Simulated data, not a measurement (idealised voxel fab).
process module | voxel capacitor over wiring
cross-section cut | 140 nm wide | cells 5 nm
A cross-section is a grid of square cells, given in bands from the top down. A band is one or more rows of cells.
Each band's line starts with the height of the band's top and of its bottom, in nm. Then come its materials from left to right, each with its width in nm. One material with "throughout" fills the band from edge to edge. "air" is empty space.
Height 0 is the level under which the wafer as received is all one material. The lowest band goes on downwards, as in "0 down".
A width such as "30 to 40" changes by the same amount from each row of cells to the next, from the band's top row to its bottom row.
"no change" after a step means that no cell of the cross-section changed.
closed voids: empty space of 8 cells or more with no open way to the top, each as width x height at its distance from the left edge, in nm
after a step's settings: what the simulator itself notes on the step
overlay nm, on a step with a mask: how far to the right of its planned place the mask lay; to the left if negative
plan
1 op RECEIVE | material Si
2 op CONFORMAL_DEP | material SiO2 | thk nm 10
3 op DIRECTIONAL_DEP | material TiN | thk nm 5
4 op DIRECTIONAL_DEP | material Ru | thk nm 25
5 op MASKED_ETCH | tone cover | mask id METAL_1 | width nm 25 | pitch nm 80 | etch materials Ru | depth nm 25 | overlay nm 0
6 op MASKED_ETCH | tone cover | mask id METAL_1 | width nm 25 | pitch nm 80 | etch materials TiN | depth nm 5 | overlay nm 0
7 op CONFORMAL_DEP | material SiN | thk nm 5
8 op FILL_DEP | material SiO2 | thk nm 5
9 op CMP | height nm 40
10 op CONFORMAL_DEP | material SiCN | thk nm 5
11 op DIRECTIONAL_DEP | material lowk | thk nm 15
12 op DIRECTIONAL_DEP | material aC | thk nm 10
13 op PATTERN | tone open | mask id PLUG_1 | material resist | width nm 15 | thk nm 25 | overlay nm 0
14 op DIRECTIONAL_ETCH | etch materials aC | depth nm 10
15 op STRIP | etch materials resist
16 op DIRECTIONAL_ETCH | etch materials lowk | depth nm 15
17 op DIRECTIONAL_ETCH | etch materials SiCN | depth nm 5
18 op STRIP | etch materials aC
19 op CONFORMAL_DEP | material TiN | thk nm 5
20 op FILL_DEP | material Ru | thk nm 5
21 op CMP | height nm 60
22 op DIRECTIONAL_DEP | material TiN | thk nm 5
23 op DIRECTIONAL_DEP | material Al2O3 | thk nm 5
24 op DIRECTIONAL_DEP | material TiN | thk nm 10
25 op MASKED_ETCH | tone cover | mask id UPPER_PLATE | width nm 60 | etch materials TiN | depth nm 10 | overlay nm 0
26 op MASKED_ETCH | tone cover | mask id UPPER_PLATE | width nm 60 | etch materials Al2O3 | depth nm 5 | overlay nm 0
27 op DIRECTIONAL_DEP | material aC | thk nm 10
28 op PATTERN | tone cover | mask id LOWER_PLATE | material resist | width nm 70 | thk nm 30 | overlay nm 0
29 op DIRECTIONAL_ETCH | etch materials aC | depth nm 10
30 op STRIP | etch materials resist
31 op DIRECTIONAL_ETCH | etch materials TiN | depth nm 5
32 op STRIP | etch materials aC
33 op FILL_DEP | material SiO2 | thk nm 20
34 op CMP | height nm 95
35 op PATTERN | tone open | mask id PLUG_2 | material resist | width nm 15 | thk nm 15 | overlay nm 0
36 op DIRECTIONAL_ETCH | etch materials SiO2 | depth nm 15
37 op STRIP | etch materials resist
38 op CONFORMAL_DEP | material TiN | thk nm 5
39 op FILL_DEP | material Ru | thk nm 5
40 op CMP | height nm 95
41 op CONFORMAL_DEP | material SiN | thk nm 5
as received, after step 1
  0 down: Si throughout
  closed voids: none
a wafer at the end: this start, this plan, one mistake
  100 to 95: SiN throughout
  95 to 85: SiO2 35 | TiN 5 | Ru 5 | TiN 5 | SiO2 90
  85 to 75: SiO2 35 to 25 | TiN 15 to 60 | SiO2 90 to 55
  75 to 70: SiO2 20 | TiN 70 | SiO2 50
  70 to 65: Al2O3 throughout
  65 to 60: TiN throughout
  60 to 45: lowk 25 | TiN 5 | Ru 5 | TiN 5 | lowk 100
  45 to 40: SiCN 25 | TiN 15 | SiCN 100
  40 to 15: SiO2 10 | SiN 5 | Ru 25 | SiN 5 | SiO2 45 | SiN 5 | Ru 25 | SiN 5 | SiO2 15
  15 to 10: SiN 15 | TiN 25 | SiN 55 | TiN 25 | SiN 20
  10 to 0: SiO2 throughout
  0 down: Si throughout
  closed voids: none
what went wrong: step 25 ran as: op MASKED_ETCH | tone cover | mask id UPPER_PLATE | width nm 60 | etch materials TiN | depth nm 5 | overlay nm 0
